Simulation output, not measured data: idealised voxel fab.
Module name: voxel self aligned vias (process module)
This is section cut - it's 220 nm across, gridded in 5 nm square cells.
Square cells in a grid make up a cross-section in this document, and the grid is given as bands, listed from the top down, each one or more rows of cells.
In this notation a band is specified by the heights of its top and bottom, in that order and in nm, after which its materials appear from left to right, each paired with its width in nm. The word "everywhere" attached to a single material means that material fills the band from edge to edge; the word "blank" stands for empty space.
The reference from which all heights are counted is 0, the level beneath which the as-received wafer is entirely one material; the lowest band, having no lower bound, proceeds downward and is written after the example "0 down".
Per-row width for "30 to 40": begins at first number (top row of band), ends at second number (bottom row), increment between rows held constant.
Take "no alteration" at face value: in the step it is given for, the cross-section changed in none of its cells.
Look at "Cavities, sealed" for the closed voids: empty spaces with no open path to the top, sized 8 cells or up. Each is width x height at distance, distance from the left edge, all nm.
Step line, after settings: the simulator's comment on this step.
The optional step-line setting "overlay nm" applies to steps with a mask and quantifies how far to the right of its planned location the mask lay, a negative value indicating leftward placement.
List of planned process steps
1. RECEIVE, material Si
2. CONFORMAL_DEP, material SiO2, thk nm 10
3. CONFORMAL_DEP, material SiCN, thk nm 5
4. DIRECTIONAL_DEP, material SiO2, thk nm 20
5. MASKED_ETCH, tone open, mask id LINES, width nm 20, pitch nm 65, etch materials SiO2, depth nm 20, overlay nm 0
6. CONFORMAL_DEP, material TiN, thk nm 5
7. FILL_DEP, material Ru, thk nm 5
8. CMP, height nm 35
9. SELECTIVE_ETCH, etch materials W Ru TiN, depth nm 5
10. FILL_DEP, material SiN, thk nm 5
11. CMP, height nm 35
12. DIRECTIONAL_DEP, material SiO2, thk nm 20
13. DIRECTIONAL_DEP, material aC, thk nm 15
14. PATTERN, tone open, mask id VIAS, material resist, width nm 40, pitch nm 130, thk nm 35, overlay nm 0
15. DIRECTIONAL_ETCH, etch materials aC, depth nm 15
16. STRIP, etch materials resist
17. DIRECTIONAL_ETCH, etch materials SiO2, depth nm 20
18. DIRECTIONAL_ETCH, etch materials SiN, depth nm 5
19. STRIP, etch materials aC
20. CONFORMAL_DEP, material TiN, thk nm 5
21. FILL_DEP, material Ru, thk nm 5
22. CMP, height nm 55
23. CONFORMAL_DEP, material SiN, thk nm 5
Cross-sectional view of the wafer in its as-received condition, corresponding to the state after step 1
- 0 down = Si everywhere
- Cavities, sealed: none
Sectioned view, first of two wafers, at the close of the module, processed as intended in the plan
- 60 to 55 = SiN everywhere
- 55 to 40 = SiO2 (25) | TiN (5) | Ru (30) | TiN (5) | SiO2 (90) | TiN (5) | Ru (30) | TiN (5) | SiO2 (25)
- 40 to 35 = SiO2 (25) | TiN (15) | Ru (10) | TiN (15) | SiO2 (90) | TiN (15) | Ru (10) | TiN (15) | SiO2 (25)
- 35 to 30 = SiO2 (35) | TiN (20) | SiO2 (45) | SiN (20) | SiO2 (45) | TiN (20) | SiO2 (35)
- 30 to 20 = SiO2 (35) | TiN (5) | Ru (10) | TiN (5) | SiO2 (45) | TiN (5) | Ru (10) | TiN (5) | SiO2 (45) | TiN (5) | Ru (10) | TiN (5) | SiO2 (35)
- 20 to 15 = SiO2 (35) | TiN (20) | SiO2 (45) | TiN (20) | SiO2 (45) | TiN (20) | SiO2 (35)
- 15 to 10 = SiCN everywhere
- 10 to 0 = SiO2 everywhere
- 0 down = Si everywhere
- Cavities, sealed: none
Second wafer through the module, sectioned at the end: same beginning and same plan as the first wafer, with one mistake in carrying it out
- 60 to 55 = SiN everywhere
- 55 to 40 = SiO2 (25) | TiN (5) | Ru (30) | TiN (5) | SiO2 (90) | TiN (5) | Ru (30) | TiN (5) | SiO2 (25)
- 40 to 35 = SiO2 (25) | TiN (15) | Ru (10) | TiN (15) | SiO2 (90) | TiN (15) | Ru (10) | TiN (15) | SiO2 (25)
- 35 to 30 = SiO2 (35) | TiN (20) | SiO2 (45) | SiN (20) | SiO2 (45) | TiN (20) | SiO2 (35)
- 30 to 20 = SiO2 (35) | SiN (5) | Ru (10) | SiN (5) | SiO2 (45) | SiN (5) | Ru (10) | SiN (5) | SiO2 (45) | SiN (5) | Ru (10) | SiN (5) | SiO2 (35)
- 20 to 15 = SiO2 (35) | SiN (20) | SiO2 (45) | SiN (20) | SiO2 (45) | SiN (20) | SiO2 (35)
- 15 to 10 = SiCN everywhere
- 10 to 0 = SiO2 everywhere
- 0 down = Si everywhere
- Cavities, sealed: none
Which mistake was made when the wafer was run? off-plan run, step 6, actual operation and settings CONFORMAL_DEP, material SiN, thk nm 5
Final tally in cells, some materials are higher or lower on the second wafer than on the first: SiN +24; TiN -24
